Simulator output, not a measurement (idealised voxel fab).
process module | voxel tone inversion
cross-section cut | 150 nm wide | cells 5 nm
A cross-section is a grid of square cells, given in bands from the top down. A band is one or more rows of cells.
Each band's line starts with the height of the band's top and of its bottom, in nm. Then come its materials from left to right, each with its width in nm. One material with "throughout" fills the band from edge to edge. "air" is empty space.
Height 0 is the level under which the wafer as received is all one material. The lowest band goes on downwards, as in "0 down".
A width such as "30 to 40" changes by the same amount from each row of cells to the next, from the band's top row to its bottom row.
"no change" after a step means that no cell of the cross-section changed.
closed voids: empty space of 8 cells or more with no open way to the top, each as width x height at its distance from the left edge, in nm
after a step's settings: what the simulator itself notes on the step
overlay nm, on a step with a mask: how far to the right of its planned place the mask lay; to the left if negative
plan
1 op RECEIVE | material Si
2 op CONFORMAL_DEP | material SiN | thk nm 10
3 op DIRECTIONAL_DEP | material aC | thk nm 25
4 op PATTERN | tone cover | mask id POSTS | material resist | width nm 15 | pitch nm 45 | thk nm 30 | overlay nm 0
5 op DIRECTIONAL_ETCH | etch materials aC | depth nm 25
6 op STRIP | etch materials resist
7 op FILL_DEP | material SiO2 | thk nm 5
8 op CMP | height nm 35
9 op STRIP | etch materials aC
10 op CONFORMAL_DEP | material TiN | thk nm 5
11 op FILL_DEP | material W | thk nm 5
12 op CMP | height nm 35
13 op CONFORMAL_DEP | material SiCN | thk nm 5
varied across the wafers: width nm of step 4. The plan shows the first wafer's value. All wafers start alike
first wafer as received, after step 1
  0 down: Si throughout
  closed voids: none
each wafer at the end: cells of each material gained (+) or lost (-) since it was received, then its closed voids
width nm 15 | +30 SiCN | +60 SiN | +105 SiO2 | +33 TiN | +12 W | closed voids: none
width nm 20 | +30 SiCN | +60 SiN | +90 SiO2 | +36 TiN | +24 W | closed voids: none
width nm 25 | +30 SiCN | +60 SiN | +75 SiO2 | +39 TiN | +36 W | closed voids: none
width nm 30 | +30 SiCN | +60 SiN | +60 SiO2 | +42 TiN | +48 W | closed voids: none
